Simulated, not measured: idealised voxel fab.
process module | voxel ribs on slabs
Cross-section cut spans 150 nm and uses square cells 5 nm in size.
Heads up, the way a cross-section reads in here is a grid of square cells, handed over as bands from the top down, with every band being one or more rows of cells.
Per band: top height and bottom height in nm, followed by the left-to-right materials and their widths in nm; "throughout" marks a single material spanning edge to edge, "empty" marks empty space.
Measure heights from 0. That's the level where, below it, the as-received wafer is all one material. The lowest band is bottomless and extends downward; write it as in "from 0 down".
Think of "30 to 40" as a width that walks from the first number to the second as you go down the band, top row to bottom row, taking equal-sized steps from row to row.
Where the words "nothing got changed" appear for a step, the cross-section shows no cell changed by that step; every cell remained as before.
If an empty space has no open way to the top and is at least 8 cells in size, "Tabulated closed voids" lists it, written width x height at distance, where distance is measured from the left edge and every value is in nm.
That trailing text on a step's line, after the settings, is the simulator's own remark on the step.
On any step carrying a mask, the "overlay nm" setting, if present on the step's line, tells how far right of its planned place the mask lay; negative values point to the left.

The planned process steps are enumerated hereunder:
step 1: RECEIVE with material Si
step 2: DIRECTIONAL_DEP with material SiO2, thk nm 25
step 3: DIRECTIONAL_DEP with material polySi, thk nm 15
step 4: DIRECTIONAL_DEP with material aC, thk nm 10
step 5: PATTERN with tone cover, mask id RIB, material resist, width nm 15, thk nm 25, overlay nm 0
step 6: DIRECTIONAL_ETCH with etch materials aC, depth nm 10
step 7: STRIP with etch materials resist
step 8: DIRECTIONAL_ETCH with etch materials polySi, depth nm 10
step 9: STRIP with etch materials aC
step 10: DIRECTIONAL_DEP with material aC, thk nm 15
step 11: PATTERN with tone cover, mask id SLAB, material resist, width nm 55, thk nm 35, overlay nm 0
step 12: DIRECTIONAL_ETCH with etch materials aC, depth nm 15
step 13: STRIP with etch materials resist
step 14: DIRECTIONAL_ETCH with etch materials polySi, depth nm 5
step 15: STRIP with etch materials aC
step 16: FILL_DEP with material SiO2, thk nm 15
step 17: CMP with height nm 50
step 18: DIRECTIONAL_DEP with material TiN, thk nm 10
step 19: DIRECTIONAL_DEP with material aC, thk nm 15
step 20: PATTERN with tone cover, mask id HEATER, material resist, width nm 15, thk nm 35, overlay nm 0
step 21: DIRECTIONAL_ETCH with etch materials aC, depth nm 15
step 22: STRIP with etch materials resist
step 23: DIRECTIONAL_ETCH with etch materials TiN, depth nm 10
step 24: STRIP with etch materials aC
step 25: CONFORMAL_DEP with material SiN, thk nm 5
Keep in mind the plan's value for the width nm of step 20 comes from the first wafer; the wafers don't share that setting, but they do share the same starting point.

First of several wafers (as received, post step 1), cross-sectional view:
* from 0 down | Si throughout
* Tabulated closed voids: none

Per wafer, end of module: cells gained (+) or lost (-) per material since receipt, then closed voids:
width nm 15 | +34 SiN | +283 SiO2 | +6 TiN | +17 polySi | Tabulated closed voids: none
width nm 20 | +34 SiN | +283 SiO2 | +8 TiN | +17 polySi | Tabulated closed voids: none
width nm 25 | +34 SiN | +283 SiO2 | +10 TiN | +17 polySi | Tabulated closed voids: none
width nm 30 | +34 SiN | +283 SiO2 | +12 TiN | +17 polySi | Tabulated closed voids: none
width nm 35 | +34 SiN | +283 SiO2 | +14 TiN | +17 polySi | Tabulated closed voids: none
width nm 40 | +34 SiN | +283 SiO2 | +16 TiN | +17 polySi | Tabulated closed voids: none
